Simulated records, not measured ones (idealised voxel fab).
process module | voxel wiring stack
cross-section cut | 240 nm wide | cells 5 nm
A cross-section is a grid of square cells, given in bands from the top down. A band is one or more rows of cells.
Each band's line starts with the height of the band's top and of its bottom, in nm. Then come its materials from left to right, each with its width in nm. One material with "throughout" fills the band from edge to edge. "air" is empty space.
Height 0 is the level under which the wafer as received is all one material. The lowest band goes on downwards, as in "0 down".
A width such as "30 to 40" changes by the same amount from each row of cells to the next, from the band's top row to its bottom row.
"no change" after a step means that no cell of the cross-section changed.
closed voids: empty space of 8 cells or more with no open way to the top, each as width x height at its distance from the left edge, in nm
after a step's settings: what the simulator itself notes on the step
overlay nm, on a step with a mask: how far to the right of its planned place the mask lay; to the left if negative
plan
1 op RECEIVE | material Si
2 op CONFORMAL_DEP | material SiO2 | thk nm 15
3 op DIRECTIONAL_DEP | material TiN | thk nm 5
4 op DIRECTIONAL_DEP | material Ru | thk nm 20
5 op MASKED_ETCH | tone cover | mask id METAL_1 | width nm 25 | pitch nm 40 | etch materials Ru | depth nm 20 | overlay nm 0
6 op MASKED_ETCH | tone cover | mask id METAL_1 | width nm 25 | pitch nm 40 | etch materials TiN | depth nm 5 | overlay nm 0
7 op FILL_DEP | material SiO2 | thk nm 5
8 op CMP | height nm 40
9 op CONFORMAL_DEP | material SiCN | thk nm 5
10 op DIRECTIONAL_DEP | material lowk | thk nm 15
11 op MASKED_ETCH | tone open | mask id PLUG_1 | width nm 15 | pitch nm 40 | etch materials lowk | depth nm 15 | overlay nm 0
12 op MASKED_ETCH | tone open | mask id PLUG_1 | width nm 15 | pitch nm 40 | etch materials SiCN | depth nm 5 | overlay nm 0
13 op EPI | material Ru | thk nm 10
14 op EPI | material Ru | thk nm 10
15 op CONFORMAL_DEP | material SiN | thk nm 5
16 op DIRECTIONAL_DEP | material SiO2 | thk nm 15
17 op DIRECTIONAL_DEP | material aC | thk nm 15
18 op PATTERN | tone open | mask id METAL_2 | material resist | width nm 25 | pitch nm 40 | thk nm 30 | overlay nm -15
19 op DIRECTIONAL_ETCH | etch materials aC | depth nm 15
20 op STRIP | etch materials resist
21 op DIRECTIONAL_ETCH | etch materials SiO2 | depth nm 15
22 op DIRECTIONAL_ETCH | etch materials SiN | depth nm 5
23 op STRIP | etch materials aC
24 op CONFORMAL_DEP | material TiN | thk nm 5
25 op FILL_DEP | material Cu | thk nm 5
26 op CMP | height nm 80
27 op CONFORMAL_DEP | material SiCN | thk nm 5
28 op DIRECTIONAL_DEP | material SiO2 | thk nm 25
29 op MASKED_ETCH | tone open | mask id METAL_3_HOLES | width nm 15 | etch materials SiO2 | depth nm 25 | overlay nm 0
30 op DIRECTIONAL_DEP | material aC | thk nm 15
31 op PATTERN | tone open | mask id METAL_3 | material resist | width nm 25 | pitch nm 40 | thk nm 30 | overlay nm 0
32 op DIRECTIONAL_ETCH | etch materials aC | depth nm 15
33 op STRIP | etch materials resist
34 op DIRECTIONAL_ETCH | etch materials SiO2 | depth nm 15
35 op DIRECTIONAL_ETCH | etch materials SiCN | depth nm 5
36 op STRIP | etch materials aC
37 op CONFORMAL_DEP | material TiN | thk nm 5
38 op FILL_DEP | material Ru | thk nm 10
39 op CMP | height nm 110
40 op CONFORMAL_DEP | material SiCN | thk nm 5
41 op DIRECTIONAL_DEP | material SiO2 | thk nm 30
42 op PATTERN | tone open | mask id METAL_4 | material resist | width nm 25 | pitch nm 40 | thk nm 20 | overlay nm 0
43 op DIRECTIONAL_ETCH | etch materials SiO2 | depth nm 20
44 op STRIP | etch materials resist
45 op MASKED_ETCH | tone open | mask id METAL_4_HOLES | width nm 15 | pitch nm 40 | etch materials SiO2 | depth nm 10 | overlay nm 0
46 op MASKED_ETCH | tone open | mask id METAL_4_HOLES | width nm 15 | pitch nm 40 | etch materials SiCN | depth nm 5 | overlay nm 0
47 op CONFORMAL_DEP | material TiN | thk nm 5
48 op FILL_DEP | material Cu | thk nm 5
49 op CMP | height nm 145
50 op CONFORMAL_DEP | material SiN | thk nm 5
varied across the wafers: overlay nm of step 18. The plan shows the first wafer's value. All wafers start alike
first wafer as received, after step 1
  0 down: Si throughout
  closed voids: none
first wafer at the end, after step 50
  150 to 145: SiN throughout
  145 to 130: SiO2 85 | TiN 5 | Cu 15 | TiN 5 | SiO2 15 | TiN 5 | Cu 15 | TiN 5 | SiO2 90
  130 to 125: SiO2 85 | TiN 5 | Cu 5 | TiN 15 | SiO2 15 | TiN 5 | Cu 5 | TiN 15 | SiO2 90
  125 to 115: SiO2 85 | TiN 5 | Cu 5 | TiN 5 | SiO2 25 | TiN 5 | Cu 5 | TiN 5 | SiO2 100
  115 to 110: SiCN 85 | TiN 15 | SiCN 25 | TiN 15 | SiCN 100
  110 to 100: SiO2 85 | TiN 5 | Ru 15 | TiN 5 | SiO2 15 | TiN 5 | Ru 15 | TiN 5 | SiO2 90
  100 to 95: SiO2 85 | TiN 5 | Ru 5 | TiN 15 | SiO2 15 | TiN 25 | SiO2 90
  95 to 85: SiO2 85 | TiN 5 | Ru 5 | TiN 5 | SiO2 140
  85 to 80: SiCN 85 | TiN 15 | SiCN 140
  80 to 65: SiO2 70 | TiN 5 | Cu 15 | TiN 5 | SiO2 15 | TiN 5 | Cu 15 | TiN 5 | SiO2 105
  65 to 60: SiN 70 | TiN 25 | SiN 15 | TiN 25 | SiN 105
  60 to 45: lowk 85 | Ru 15 | lowk 25 | Ru 15 | lowk 100
  45 to 40: SiCN 85 | Ru 15 | SiCN 25 | Ru 15 | SiCN 100
  40 to 20: SiO2 85 | Ru 25 | SiO2 15 | Ru 25 | SiO2 90
  20 to 15: SiO2 85 | TiN 25 | SiO2 15 | TiN 25 | SiO2 90
  15 to 0: SiO2 throughout
  0 down: Si throughout
  closed voids: none
last wafer at the end
  150 to 145: SiN throughout
  145 to 130: SiO2 85 | TiN 5 | Cu 15 | TiN 5 | SiO2 15 | TiN 5 | Cu 15 | TiN 5 | SiO2 90
  130 to 125: SiO2 85 | TiN 5 | Cu 5 | TiN 15 | SiO2 15 | TiN 5 | Cu 5 | TiN 15 | SiO2 90
  125 to 115: SiO2 85 | TiN 5 | Cu 5 | TiN 5 | SiO2 25 | TiN 5 | Cu 5 | TiN 5 | SiO2 100
  115 to 110: SiCN 85 | TiN 15 | SiCN 25 | TiN 15 | SiCN 100
  110 to 100: SiO2 85 | TiN 5 | Ru 15 | TiN 5 | SiO2 15 | TiN 5 | Ru 15 | TiN 5 | SiO2 90
  100 to 95: SiO2 85 | TiN 5 | Ru 5 | TiN 15 | SiO2 15 | TiN 25 | SiO2 90
  95 to 85: SiO2 85 | TiN 5 | Ru 5 | TiN 5 | SiO2 140
  85 to 80: SiCN 85 | TiN 15 | SiCN 140
  80 to 65: SiO2 100 | TiN 5 | Cu 15 | TiN 5 | SiO2 15 | TiN 5 | Cu 15 | TiN 5 | SiO2 75
  65 to 60: SiN 100 | TiN 25 | SiN 15 | TiN 25 | SiN 75
  60 to 45: lowk 85 | Ru 15 | lowk 25 | Ru 15 | lowk 100
  45 to 40: SiCN 85 | Ru 15 | SiCN 25 | Ru 15 | SiCN 100
  40 to 20: SiO2 85 | Ru 25 | SiO2 15 | Ru 25 | SiO2 90
  20 to 15: SiO2 85 | TiN 25 | SiO2 15 | TiN 25 | SiO2 90
  15 to 0: SiO2 throughout
  0 down: Si throughout
  closed voids: none
each wafer at the end: cells of each material gained (+) or lost (-) since it was received, then its closed voids
overlay nm -15 | +42 Cu | +79 Ru | +129 SiCN | +86 SiN | +888 SiO2 | +90 TiN | +126 lowk | closed voids: none
overlay nm -10 | +42 Cu | +79 Ru | +129 SiCN | +86 SiN | +888 SiO2 | +90 TiN | +126 lowk | closed voids: none
overlay nm -5 | +42 Cu | +79 Ru | +129 SiCN | +86 SiN | +888 SiO2 | +90 TiN | +126 lowk | closed voids: none
overlay nm 0 | +42 Cu | +79 Ru | +129 SiCN | +86 SiN | +888 SiO2 | +90 TiN | +126 lowk | closed voids: none
overlay nm 5 | +42 Cu | +79 Ru | +129 SiCN | +86 SiN | +888 SiO2 | +90 TiN | +126 lowk | closed voids: none
overlay nm 10 | +42 Cu | +79 Ru | +129 SiCN | +86 SiN | +888 SiO2 | +90 TiN | +126 lowk | closed voids: none
overlay nm 15 | +42 Cu | +79 Ru | +129 SiCN | +86 SiN | +888 SiO2 | +90 TiN | +126 lowk | closed voids: none
